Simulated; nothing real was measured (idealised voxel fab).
This section sets out a process module, namely voxel wiring stack.
Section cut is 155 nm wide and gridded with 5 nm square cells.
Reading order for cross-sections: top band down to bottom band. Underlying form: a grid of square cells. Band size: one or more rows of cells. Look at the band entry: it leads with the top's height and the bottom's height in nm. Then it lists the materials left to right, with a width in nm for each. The word "edge to edge" on a single material says that material fills the band edge to edge. The word "blank" is empty space. Heights are expressed relative to 0, this being the level below which the as-received wafer comprises one material exclusively. The lowest band is unbounded in the downward direction and is denoted as in "0 down". You'd read "30..40" like this: the band's top row of cells is as wide as the first number, its bottom row is as wide as the second, and going down, every row changes width by the same amount as the row before did. "remains unaltered" (step): cross-section cells unchanged, all of them. Basically, "Closed cavity list" tells you about the enclosed voids: empty spaces with no open way to the top, 8 cells or bigger, each written width x height at distance, where distance is from the left edge, all in nm. Step line, after settings: the simulator's comment on this step. On any step carrying a mask, the "overlay nm" setting, if present on the step's line, tells how far right of its planned place the mask lay; negative values point to the left.

-- This section lists the process steps that were planned
| 1 | RECEIVE (material Si) |
| 2 | CONFORMAL_DEP (material SiO2; thk nm 15) |
| 3 | CONFORMAL_DEP (material SiCN; thk nm 5) |
| 4 | DIRECTIONAL_DEP (material lowk; thk nm 20) |
| 5 | PATTERN (tone open; mask id METAL_1; material resist; width nm 20; pitch nm 40; thk nm 20; overlay nm 0) |
| 6 | DIRECTIONAL_ETCH (etch materials lowk; depth nm 20) |
| 7 | DIRECTIONAL_ETCH (etch materials SiCN; depth nm 5) |
| 8 | STRIP (etch materials resist) |
| 9 | CONFORMAL_DEP (material TiN; thk nm 5) |
| 10 | FILL_DEP (material W; thk nm 10) |
| 11 | CMP (height nm 40) |
| 12 | CONFORMAL_DEP (material SiCN; thk nm 5) |
| 13 | DIRECTIONAL_DEP (material lowk; thk nm 15) |
| 14 | MASKED_ETCH (tone open; mask id PLUG_1; width nm 15; pitch nm 40; etch materials lowk; depth nm 15; overlay nm 0) |
| 15 | MASKED_ETCH (tone open; mask id PLUG_1; width nm 15; pitch nm 40; etch materials SiCN; depth nm 5; overlay nm 0) |
| 16 | EPI (material Ru; thk nm 10) |
| 17 | EPI (material Ru; thk nm 10) |
| 18 | CONFORMAL_DEP (material SiCN; thk nm 5) |
| 19 | DIRECTIONAL_DEP (material SiO2; thk nm 25) |
| 20 | DIRECTIONAL_DEP (material aC; thk nm 10) |
| 21 | PATTERN (tone open; mask id METAL_2; material resist; width nm 20; pitch nm 40; thk nm 25; overlay nm 0) |
| 22 | DIRECTIONAL_ETCH (etch materials aC; depth nm 10) |
| 23 | STRIP (etch materials resist) |
| 24 | DIRECTIONAL_ETCH (etch materials SiO2; depth nm 25) |
| 25 | DIRECTIONAL_ETCH (etch materials SiCN; depth nm 5) |
| 26 | STRIP (etch materials aC) |
| 27 | CONFORMAL_DEP (material TiN; thk nm 5) |
| 28 | FILL_DEP (material W; thk nm 10) |
| 29 | CMP (height nm 90) |
| 30 | CONFORMAL_DEP (material SiCN; thk nm 5) |
| 31 | DIRECTIONAL_DEP (material SiO2; thk nm 15) |
| 32 | MASKED_ETCH (tone open; mask id PLUG_2; width nm 15; pitch nm 40; etch materials SiO2; depth nm 15; overlay nm 0) |
| 33 | MASKED_ETCH (tone open; mask id PLUG_2; width nm 15; pitch nm 40; etch materials SiCN; depth nm 5; overlay nm 0) |
| 34 | EPI (material Ru; thk nm 10) |
| 35 | EPI (material Ru; thk nm 10) |
| 36 | CONFORMAL_DEP (material SiCN; thk nm 5) |
| 37 | DIRECTIONAL_DEP (material lowk; thk nm 15) |
| 38 | DIRECTIONAL_DEP (material aC; thk nm 10) |
| 39 | PATTERN (tone open; mask id METAL_3; material resist; width nm 20; pitch nm 40; thk nm 30; overlay nm 0) |
| 40 | DIRECTIONAL_ETCH (etch materials aC; depth nm 10) |
| 41 | STRIP (etch materials resist) |
| 42 | DIRECTIONAL_ETCH (etch materials lowk; depth nm 15) |
| 43 | DIRECTIONAL_ETCH (etch materials SiCN; depth nm 5) |
| 44 | STRIP (etch materials aC) |
| 45 | CONFORMAL_DEP (material TiN; thk nm 5) |
| 46 | FILL_DEP (material Cu; thk nm 5) |
| 47 | CMP (height nm 130) |
| 48 | EPI (material Ru; thk nm 5) |
| 49 | FILL_DEP (material SiCN; thk nm 5) |

-- First of two wafers: run as planned

-- Wafer cross-section on receipt, i.e. after step 1
- 0 down  Si edge to edge
- Closed cavity list: none

-- Once step 2 is through, the wafer looks like this in cross-section
- 15 to 0  SiO2 edge to edge
- No changes below 0.

-- Once step 3 is through, the wafer looks like this in cross-section
- 20 to 15  SiCN edge to edge
- No changes below 15.

-- Once step 4 is through, the wafer looks like this in cross-section
- 40 to 20  lowk edge to edge
- No changes below 20.

-- Once step 5 is through, the wafer looks like this in cross-section
- 60 to 40  resist (25), blank (20), resist (20), blank (20), resist (20), blank (20), resist (30)
- No changes below 40.

-- Once step 6 is through, the wafer looks like this in cross-section
- 60 to 40  resist (25), blank (20), resist (20), blank (20), resist (20), blank (20), resist (30)
- 40 to 20  lowk (25), blank (20), lowk (20), blank (20), lowk (20), blank (20), lowk (30)
- No changes below 20.

-- Once step 7 is through, the wafer looks like this in cross-section
- 60 to 40  resist (25), blank (20), resist (20), blank (20), resist (20), blank (20), resist (30)
- 40 to 20  lowk (25), blank (20), lowk (20), blank (20), lowk (20), blank (20), lowk (30)
- 20 to 15  SiCN (25), blank (20), SiCN (20), blank (20), SiCN (20), blank (20), SiCN (30)
- No changes below 15.

-- Once step 8 is through, the wafer looks like this in cross-section
- 40 to 20  lowk (25), blank (20), lowk (20), blank (20), lowk (20), blank (20), lowk (30)
- No changes below 20.

-- Once step 9 is through, the wafer looks like this in cross-section
- 45 to 40  TiN (30), blank (10), TiN (30), blank (10), TiN (30), blank (10), TiN (35)
- 40 to 20  lowk (25), TiN (5), blank (10), TiN (5), lowk (20), TiN (5), blank (10), TiN (5), lowk (20), TiN (5), blank (10), TiN (5), lowk (30)
- 20 to 15  SiCN (25), TiN (20), SiCN (20), TiN (20), SiCN (20), TiN (20), SiCN (30)
- No changes below 15.

-- Once step 10 is through, the wafer looks like this in cross-section
- 55 to 45  W edge to edge
- 45 to 40  TiN (30), W (10), TiN (30), W (10), TiN (30), W (10), TiN (35)
- 40 to 20  lowk (25), TiN (5), W (10), TiN (5), lowk (20), TiN (5), W (10), TiN (5), lowk (20), TiN (5), W (10), TiN (5), lowk (30)
- No changes below 20.

-- Once step 11 is through, the wafer looks like this in cross-section
- 40 to 20  lowk (25), TiN (5), W (10), TiN (5), lowk (20), TiN (5), W (10), TiN (5), lowk (20), TiN (5), W (10), TiN (5), lowk (30)
- No changes below 20.

-- Once step 12 is through, the wafer looks like this in cross-section
- 45 to 40  SiCN edge to edge
- No changes below 40.

-- Once step 13 is through, the wafer looks like this in cross-section
- 60 to 45  lowk edge to edge
- No changes below 45.

-- Once step 14 is through, the wafer looks like this in cross-section
- 60 to 45  lowk (25), blank (15), lowk (25), blank (15), lowk (25), blank (15), lowk (35)
- No changes below 45.

-- Once step 15 is through, the wafer looks like this in cross-section
- 60 to 45  lowk (25), blank (15), lowk (25), blank (15), lowk (25), blank (15), lowk (35)
- 45 to 40  SiCN (25), blank (15), SiCN (25), blank (15), SiCN (25), blank (15), SiCN (35)
- No changes below 40.

-- Once step 16 is through, the wafer looks like this in cross-section
- 60 to 50  lowk (25), blank (15), lowk (25), blank (15), lowk (25), blank (15), lowk (35)
- 50 to 45  lowk (25), Ru (15), lowk (25), Ru (15), lowk (25), Ru (15), lowk (35)
- 45 to 40  SiCN (25), Ru (15), SiCN (25), Ru (15), SiCN (25), Ru (15), SiCN (35)
- No changes below 40.

-- Once step 17 is through, the wafer looks like this in cross-section
- 60 to 45  lowk (25), Ru (15), lowk (25), Ru (15), lowk (25), Ru (15), lowk (35)
- No changes below 45.

-- Once step 18 is through, the wafer looks like this in cross-section
- 65 to 60  SiCN edge to edge
- No changes below 60.

-- Once step 19 is through, the wafer looks like this in cross-section
- 90 to 65  SiO2 edge to edge
- No changes below 65.

-- Once step 20 is through, the wafer looks like this in cross-section
- 100 to 90  aC edge to edge
- No changes below 90.

-- Once step 21 is through, the wafer looks like this in cross-section
- 125 to 100  resist (25), blank (20), resist (20), blank (20), resist (20), blank (20), resist (30)
- No changes below 100.

-- Once step 22 is through, the wafer looks like this in cross-section
- 115 to 100  resist (25), blank (20), resist (20), blank (20), resist (20), blank (20), resist (30)
- 100 to 90  aC (25), blank (20), aC (20), blank (20), aC (20), blank (20), aC (30)
- No changes below 90.

-- Once step 23 is through, the wafer looks like this in cross-section
- 100 to 90  aC (25), blank (20), aC (20), blank (20), aC (20), blank (20), aC (30)
- No changes below 90.

-- Once step 24 is through, the wafer looks like this in cross-section
- 100 to 90  aC (25), blank (20), aC (20), blank (20), aC (20), blank (20), aC (30)
- 90 to 65  SiO2 (25), blank (20), SiO2 (20), blank (20), SiO2 (20), blank (20), SiO2 (30)
- No changes below 65.

-- Once step 25 is through, the wafer looks like this in cross-section
- 100 to 90  aC (25), blank (20), aC (20), blank (20), aC (20), blank (20), aC (30)
- 90 to 65  SiO2 (25), blank (20), SiO2 (20), blank (20), SiO2 (20), blank (20), SiO2 (30)
- 65 to 60  SiCN (25), blank (20), SiCN (20), blank (20), SiCN (20), blank (20), SiCN (30)
- No changes below 60.

-- Once step 26 is through, the wafer looks like this in cross-section
- 90 to 65  SiO2 (25), blank (20), SiO2 (20), blank (20), SiO2 (20), blank (20), SiO2 (30)
- No changes below 65.

-- Once step 27 is through, the wafer looks like this in cross-section
- 95 to 90  TiN (30), blank (10), TiN (30), blank (10), TiN (30), blank (10), TiN (35)
- 90 to 65  SiO2 (25), TiN (5), blank (10), TiN (5), SiO2 (20), TiN (5), blank (10), TiN (5), SiO2 (20), TiN (5), blank (10), TiN (5), SiO2 (30)
- 65 to 60  SiCN (25), TiN (20), SiCN (20), TiN (20), SiCN (20), TiN (20), SiCN (30)
- No changes below 60.

-- Once step 28 is through, the wafer looks like this in cross-section
- 105 to 95  W edge to edge
- 95 to 90  TiN (30), W (10), TiN (30), W (10), TiN (30), W (10), TiN (35)
- 90 to 65  SiO2 (25), TiN (5), W (10), TiN (5), SiO2 (20), TiN (5), W (10), TiN (5), SiO2 (20), TiN (5), W (10), TiN (5), SiO2 (30)
- No changes below 65.

-- Once step 29 is through, the wafer looks like this in cross-section
- 90 to 65  SiO2 (25), TiN (5), W (10), TiN (5), SiO2 (20), TiN (5), W (10), TiN (5), SiO2 (20), TiN (5), W (10), TiN (5), SiO2 (30)
- No changes below 65.

-- Once step 30 is through, the wafer looks like this in cross-section
- 95 to 90  SiCN edge to edge
- No changes below 90.

-- Once step 31 is through, the wafer looks like this in cross-section
- 110 to 95  SiO2 edge to edge
- No changes below 95.

-- Once step 32 is through, the wafer looks like this in cross-section
- 110 to 95  SiO2 (25), blank (15), SiO2 (25), blank (15), SiO2 (25), blank (15), SiO2 (35)
- No changes below 95.

-- Once step 33 is through, the wafer looks like this in cross-section
- 110 to 95  SiO2 (25), blank (15), SiO2 (25), blank (15), SiO2 (25), blank (15), SiO2 (35)
- 95 to 90  SiCN (25), blank (15), SiCN (25), blank (15), SiCN (25), blank (15), SiCN (35)
- No changes below 90.

-- Once step 34 is through, the wafer looks like this in cross-section
- 110 to 100  SiO2 (25), blank (15), SiO2 (25), blank (15), SiO2 (25), blank (15), SiO2 (35)
- 100 to 95  SiO2 (25), Ru (15), SiO2 (25), Ru (15), SiO2 (25), Ru (15), SiO2 (35)
- 95 to 90  SiCN (25), Ru (15), SiCN (25), Ru (15), SiCN (25), Ru (15), SiCN (35)
- No changes below 90.

-- Once step 35 is through, the wafer looks like this in cross-section
- 110 to 95  SiO2 (25), Ru (15), SiO2 (25), Ru (15), SiO2 (25), Ru (15), SiO2 (35)
- No changes below 95.

-- Once step 36 is through, the wafer looks like this in cross-section
- 115 to 110  SiCN edge to edge
- No changes below 110.

-- Once step 37 is through, the wafer looks like this in cross-section
- 130 to 115  lowk edge to edge
- No changes below 115.

-- Once step 38 is through, the wafer looks like this in cross-section
- 140 to 130  aC edge to edge
- No changes below 130.

-- Once step 39 is through, the wafer looks like this in cross-section
- 170 to 140  resist (25), blank (20), resist (20), blank (20), resist (20), blank (20), resist (30)
- No changes below 140.

-- Once step 40 is through, the wafer looks like this in cross-section
- 160 to 140  resist (25), blank (20), resist (20), blank (20), resist (20), blank (20), resist (30)
- 140 to 130  aC (25), blank (20), aC (20), blank (20), aC (20), blank (20), aC (30)
- No changes below 130.

-- Once step 41 is through, the wafer looks like this in cross-section
- 140 to 130  aC (25), blank (20), aC (20), blank (20), aC (20), blank (20), aC (30)
- No changes below 130.

-- Once step 42 is through, the wafer looks like this in cross-section
- 140 to 130  aC (25), blank (20), aC (20), blank (20), aC (20), blank (20), aC (30)
- 130 to 115  lowk (25), blank (20), lowk (20), blank (20), lowk (20), blank (20), lowk (30)
- No changes below 115.

-- Once step 43 is through, the wafer looks like this in cross-section
- 140 to 130  aC (25), blank (20), aC (20), blank (20), aC (20), blank (20), aC (30)
- 130 to 115  lowk (25), blank (20), lowk (20), blank (20), lowk (20), blank (20), lowk (30)
- 115 to 110  SiCN (25), blank (20), SiCN (20), blank (20), SiCN (20), blank (20), SiCN (30)
- No changes below 110.

-- Once step 44 is through, the wafer looks like this in cross-section
- 130 to 115  lowk (25), blank (20), lowk (20), blank (20), lowk (20), blank (20), lowk (30)
- No changes below 115.

-- Once step 45 is through, the wafer looks like this in cross-section
- 135 to 130  TiN (30), blank (10), TiN (30), blank (10), TiN (30), blank (10), TiN (35)
- 130 to 115  lowk (25), TiN (5), blank (10), TiN (5), lowk (20), TiN (5), blank (10), TiN (5), lowk (20), TiN (5), blank (10), TiN (5), lowk (30)
- 115 to 110  SiCN (25), TiN (20), SiCN (20), TiN (20), SiCN (20), TiN (20), SiCN (30)
- No changes below 110.

-- Once step 46 is through, the wafer looks like this in cross-section
- 140 to 135  Cu edge to edge
- 135 to 130  TiN (30), Cu (10), TiN (30), Cu (10), TiN (30), Cu (10), TiN (35)
- 130 to 115  lowk (25), TiN (5), Cu (10), TiN (5), lowk (20), TiN (5), Cu (10), TiN (5), lowk (20), TiN (5), Cu (10), TiN (5), lowk (30)
- No changes below 115.

-- Once step 47 is through, the wafer looks like this in cross-section
- 130 to 115  lowk (25), TiN (5), Cu (10), TiN (5), lowk (20), TiN (5), Cu (10), TiN (5), lowk (20), TiN (5), Cu (10), TiN (5), lowk (30)
- No changes below 115.

-- Once step 48 is through, the wafer looks like this in cross-section
- 135 to 130  blank (20), Ru (30), blank (10), Ru (30), blank (10), Ru (30), blank (25)
- No changes below 130.

-- Once step 49 is through, the wafer looks like this in cross-section
- 140 to 135  SiCN edge to edge
- 135 to 130  SiCN (20), Ru (30), SiCN (10), Ru (30), SiCN (10), Ru (30), SiCN (25)
- No changes below 130.

-- The second wafer began exactly as the first did and followed the same plan, but one mistake was made while running it; through step 12 inclusive, the two wafers are identical

Second wafer profile in section, at the moment step 13 of the plan was meant to be complete: remains unaltered

Second wafer profile in section, at the moment step 14 of the plan was meant to be complete: remains unaltered

-- Second wafer profile in section, at the moment step 15 of the plan was meant to be complete
- 45 to 40  SiCN (25), blank (15), SiCN (25), blank (15), SiCN (25), blank (15), SiCN (35)
- No changes below 40.

-- Second wafer profile in section, at the moment step 16 of the plan was meant to be complete
- 50 to 45  blank (20), Ru (25), blank (15), Ru (25), blank (15), Ru (25), blank (30)
- 45 to 40  SiCN (25), Ru (15), SiCN (25), Ru (15), SiCN (25), Ru (15), SiCN (35)
- No changes below 40.

-- Second wafer profile in section, at the moment step 17 of the plan was meant to be complete
- 60 to 45  blank (10), Ru (125), blank (20)
- No changes below 45.

-- Second wafer profile in section, at the moment step 18 of the plan was meant to be complete
- 65 to 60  blank (5), SiCN (135), blank (15)
- 60 to 50  blank (5), SiCN (5), Ru (125), SiCN (5), blank (15)
- 50 to 45  SiCN (10), Ru (125), SiCN (20)
- No changes below 45.

-- Second wafer profile in section, at the moment step 19 of the plan was meant to be complete
- 90 to 75  blank (5), SiO2 (135), blank (15)
- 75 to 65  SiO2 edge to edge
- 65 to 60  SiO2 (5), SiCN (135), SiO2 (15)
- 60 to 50  SiO2 (5), SiCN (5), Ru (125), SiCN (5), SiO2 (15)
- No changes below 50.

-- Second wafer profile in section, at the moment step 20 of the plan was meant to be complete
- 100 to 90  blank (5), aC (135), blank (15)
- 90 to 85  blank (5), SiO2 (135), blank (15)
- 85 to 75  aC (5), SiO2 (135), aC (15)
- No changes below 75.

-- Second wafer profile in section, at the moment step 21 of the plan was meant to be complete
- 125 to 100  resist (25), blank (20), resist (20), blank (20), resist (20), blank (20), resist (30)
- 100 to 90  resist (5), aC (135), resist (15)
- 90 to 85  resist (5), SiO2 (135), resist (15)
- No changes below 85.

-- Second wafer profile in section, at the moment step 22 of the plan was meant to be complete
- 115 to 100  resist (25), blank (20), resist (20), blank (20), resist (20), blank (20), resist (30)
- 100 to 90  resist (5), aC (20), blank (20), aC (20), blank (20), aC (20), blank (20), aC (15), resist (15)
- No changes below 90.

-- Second wafer profile in section, at the moment step 23 of the plan was meant to be complete
- 100 to 90  blank (5), aC (20), blank (20), aC (20), blank (20), aC (20), blank (20), aC (15), blank (15)
- 90 to 85  blank (5), SiO2 (135), blank (15)
- No changes below 85.

-- Second wafer profile in section, at the moment step 24 of the plan was meant to be complete
- 100 to 90  blank (5), aC (20), blank (20), aC (20), blank (20), aC (20), blank (20), aC (15), blank (15)
- 90 to 85  blank (5), SiO2 (20), blank (20), SiO2 (20), blank (20), SiO2 (20), blank (20), SiO2 (15), blank (15)
- 85 to 75  aC (5), SiO2 (20), blank (20), SiO2 (20), blank (20), SiO2 (20), blank (20), SiO2 (15), aC (15)
- 75 to 65  SiO2 (25), blank (20), SiO2 (20), blank (20), SiO2 (20), blank (20), SiO2 (30)
- No changes below 65.

-- Second wafer profile in section, at the moment step 25 of the plan was meant to be complete
- 100 to 90  blank (5), aC (20), blank (20), aC (20), blank (20), aC (20), blank (20), aC (15), blank (15)
- 90 to 85  blank (5), SiO2 (20), blank (20), SiO2 (20), blank (20), SiO2 (20), blank (20), SiO2 (15), blank (15)
- 85 to 75  aC (5), SiO2 (20), blank (20), SiO2 (20), blank (20), SiO2 (20), blank (20), SiO2 (15), aC (15)
- 75 to 65  SiO2 (25), blank (20), SiO2 (20), blank (20), SiO2 (20), blank (20), SiO2 (30)
- 65 to 60  SiO2 (5), SiCN (20), blank (20), SiCN (20), blank (20), SiCN (20), blank (20), SiCN (15), SiO2 (15)
- No changes below 60.

-- Second wafer profile in section, at the moment step 26 of the plan was meant to be complete
- 90 to 75  blank (5), SiO2 (20), blank (20), SiO2 (20), blank (20), SiO2 (20), blank (20), SiO2 (15), blank (15)
- No changes below 75.

-- Second wafer profile in section, at the moment step 27 of the plan was meant to be complete
- 95 to 90  TiN (30), blank (10), TiN (30), blank (10), TiN (30), blank (10), TiN (25), blank (10)
- 90 to 80  TiN (5), SiO2 (20), TiN (5), blank (10), TiN (5), SiO2 (20), TiN (5), blank (10), TiN (5), SiO2 (20), TiN (5), blank (10), TiN (5), SiO2 (15), TiN (5), blank (10)
- 80 to 75  TiN (5), SiO2 (20), TiN (5), blank (10), TiN (5), SiO2 (20), TiN (5), blank (10), TiN (5), SiO2 (20), TiN (5), blank (10), TiN (5), SiO2 (15), TiN (15)
- 75 to 65  SiO2 (25), TiN (5), blank (10), TiN (5), SiO2 (20), TiN (5), blank (10), TiN (5), SiO2 (20), TiN (5), blank (10), TiN (5), SiO2 (30)
- 65 to 60  SiO2 (5), SiCN (20), TiN (20), SiCN (20), TiN (20), SiCN (20), TiN (20), SiCN (15), SiO2 (15)
- No changes below 60.

-- Second wafer profile in section, at the moment step 28 of the plan was meant to be complete
- 105 to 95  W edge to edge
- 95 to 90  TiN (30), W (10), TiN (30), W (10), TiN (30), W (10), TiN (25), W (10)
- 90 to 80  TiN (5), SiO2 (20), TiN (5), W (10), TiN (5), SiO2 (20), TiN (5), W (10), TiN (5), SiO2 (20), TiN (5), W (10), TiN (5), SiO2 (15), TiN (5), W (10)
- 80 to 75  TiN (5), SiO2 (20), TiN (5), W (10), TiN (5), SiO2 (20), TiN (5), W (10), TiN (5), SiO2 (20), TiN (5), W (10), TiN (5), SiO2 (15), TiN (15)
- 75 to 65  SiO2 (25), TiN (5), W (10), TiN (5), SiO2 (20), TiN (5), W (10), TiN (5), SiO2 (20), TiN (5), W (10), TiN (5), SiO2 (30)
- No changes below 65.

-- Second wafer profile in section, at the moment step 29 of the plan was meant to be complete
- 90 to 80  TiN (5), SiO2 (20), TiN (5), W (10), TiN (5), SiO2 (20), TiN (5), W (10), TiN (5), SiO2 (20), TiN (5), W (10), TiN (5), SiO2 (15), TiN (5), W (10)
- No changes below 80.

-- Second wafer profile in section, at the moment step 30 of the plan was meant to be complete
- 95 to 90  SiCN edge to edge
- No changes below 90.

-- Second wafer profile in section, at the moment step 31 of the plan was meant to be complete
- 110 to 95  SiO2 edge to edge
- No changes below 95.

-- Second wafer profile in section, at the moment step 32 of the plan was meant to be complete
- 110 to 95  SiO2 (25), blank (15), SiO2 (25), blank (15), SiO2 (25), blank (15), SiO2 (35)
- No changes below 95.

-- Second wafer profile in section, at the moment step 33 of the plan was meant to be complete
- 110 to 95  SiO2 (25), blank (15), SiO2 (25), blank (15), SiO2 (25), blank (15), SiO2 (35)
- 95 to 90  SiCN (25), blank (15), SiCN (25), blank (15), SiCN (25), blank (15), SiCN (35)
- No changes below 90.

-- Second wafer profile in section, at the moment step 34 of the plan was meant to be complete
- 110 to 100  SiO2 (25), blank (15), SiO2 (25), blank (15), SiO2 (25), blank (15), SiO2 (35)
- 100 to 95  SiO2 (25), Ru (15), SiO2 (25), Ru (15), SiO2 (25), Ru (15), SiO2 (35)
- 95 to 90  SiCN (25), Ru (15), SiCN (25), Ru (15), SiCN (25), Ru (15), SiCN (35)
- No changes below 90.

-- Second wafer profile in section, at the moment step 35 of the plan was meant to be complete
- 110 to 95  SiO2 (25), Ru (15), SiO2 (25), Ru (15), SiO2 (25), Ru (15), SiO2 (35)
- No changes below 95.

-- Second wafer profile in section, at the moment step 36 of the plan was meant to be complete
- 115 to 110  SiCN edge to edge
- No changes below 110.

-- Second wafer profile in section, at the moment step 37 of the plan was meant to be complete
- 130 to 115  lowk edge to edge
- No changes below 115.

-- Second wafer profile in section, at the moment step 38 of the plan was meant to be complete
- 140 to 130  aC edge to edge
- No changes below 130.

-- Second wafer profile in section, at the moment step 39 of the plan was meant to be complete
- 170 to 140  resist (25), blank (20), resist (20), blank (20), resist (20), blank (20), resist (30)
- No changes below 140.

-- Second wafer profile in section, at the moment step 40 of the plan was meant to be complete
- 160 to 140  resist (25), blank (20), resist (20), blank (20), resist (20), blank (20), resist (30)
- 140 to 130  aC (25), blank (20), aC (20), blank (20), aC (20), blank (20), aC (30)
- No changes below 130.

-- Second wafer profile in section, at the moment step 41 of the plan was meant to be complete
- 140 to 130  aC (25), blank (20), aC (20), blank (20), aC (20), blank (20), aC (30)
- No changes below 130.

-- Second wafer profile in section, at the moment step 42 of the plan was meant to be complete
- 140 to 130  aC (25), blank (20), aC (20), blank (20), aC (20), blank (20), aC (30)
- 130 to 115  lowk (25), blank (20), lowk (20), blank (20), lowk (20), blank (20), lowk (30)
- No changes below 115.

-- Second wafer profile in section, at the moment step 43 of the plan was meant to be complete
- 140 to 130  aC (25), blank (20), aC (20), blank (20), aC (20), blank (20), aC (30)
- 130 to 115  lowk (25), blank (20), lowk (20), blank (20), lowk (20), blank (20), lowk (30)
- 115 to 110  SiCN (25), blank (20), SiCN (20), blank (20), SiCN (20), blank (20), SiCN (30)
- No changes below 110.

-- Second wafer profile in section, at the moment step 44 of the plan was meant to be complete
- 130 to 115  lowk (25), blank (20), lowk (20), blank (20), lowk (20), blank (20), lowk (30)
- No changes below 115.

-- Second wafer profile in section, at the moment step 45 of the plan was meant to be complete
- 135 to 130  TiN (30), blank (10), TiN (30), blank (10), TiN (30), blank (10), TiN (35)
- 130 to 115  lowk (25), TiN (5), blank (10), TiN (5), lowk (20), TiN (5), blank (10), TiN (5), lowk (20), TiN (5), blank (10), TiN (5), lowk (30)
- 115 to 110  SiCN (25), TiN (20), SiCN (20), TiN (20), SiCN (20), TiN (20), SiCN (30)
- No changes below 110.

-- Second wafer profile in section, at the moment step 46 of the plan was meant to be complete
- 140 to 135  Cu edge to edge
- 135 to 130  TiN (30), Cu (10), TiN (30), Cu (10), TiN (30), Cu (10), TiN (35)
- 130 to 115  lowk (25), TiN (5), Cu (10), TiN (5), lowk (20), TiN (5), Cu (10), TiN (5), lowk (20), TiN (5), Cu (10), TiN (5), lowk (30)
- No changes below 115.

-- Second wafer profile in section, at the moment step 47 of the plan was meant to be complete
- 130 to 115  lowk (25), TiN (5), Cu (10), TiN (5), lowk (20), TiN (5), Cu (10), TiN (5), lowk (20), TiN (5), Cu (10), TiN (5), lowk (30)
- No changes below 115.

-- Second wafer profile in section, at the moment step 48 of the plan was meant to be complete
- 135 to 130  blank (20), Ru (30), blank (10), Ru (30), blank (10), Ru (30), blank (25)
- No changes below 130.

-- Second wafer profile in section, at the moment step 49 of the plan was meant to be complete
- 140 to 135  SiCN edge to edge
- 135 to 130  SiCN (20), Ru (30), SiCN (10), Ru (30), SiCN (10), Ru (30), SiCN (25)
- No changes below 130.
Plan not followed: execution of step 13 of the plan did not take place, the step having been omitted
The closing comparison, in cells, has the second wafer with more or fewer of some materials than the first: Ru +48; SiCN +6; TiN +8; W +4; lowk -66
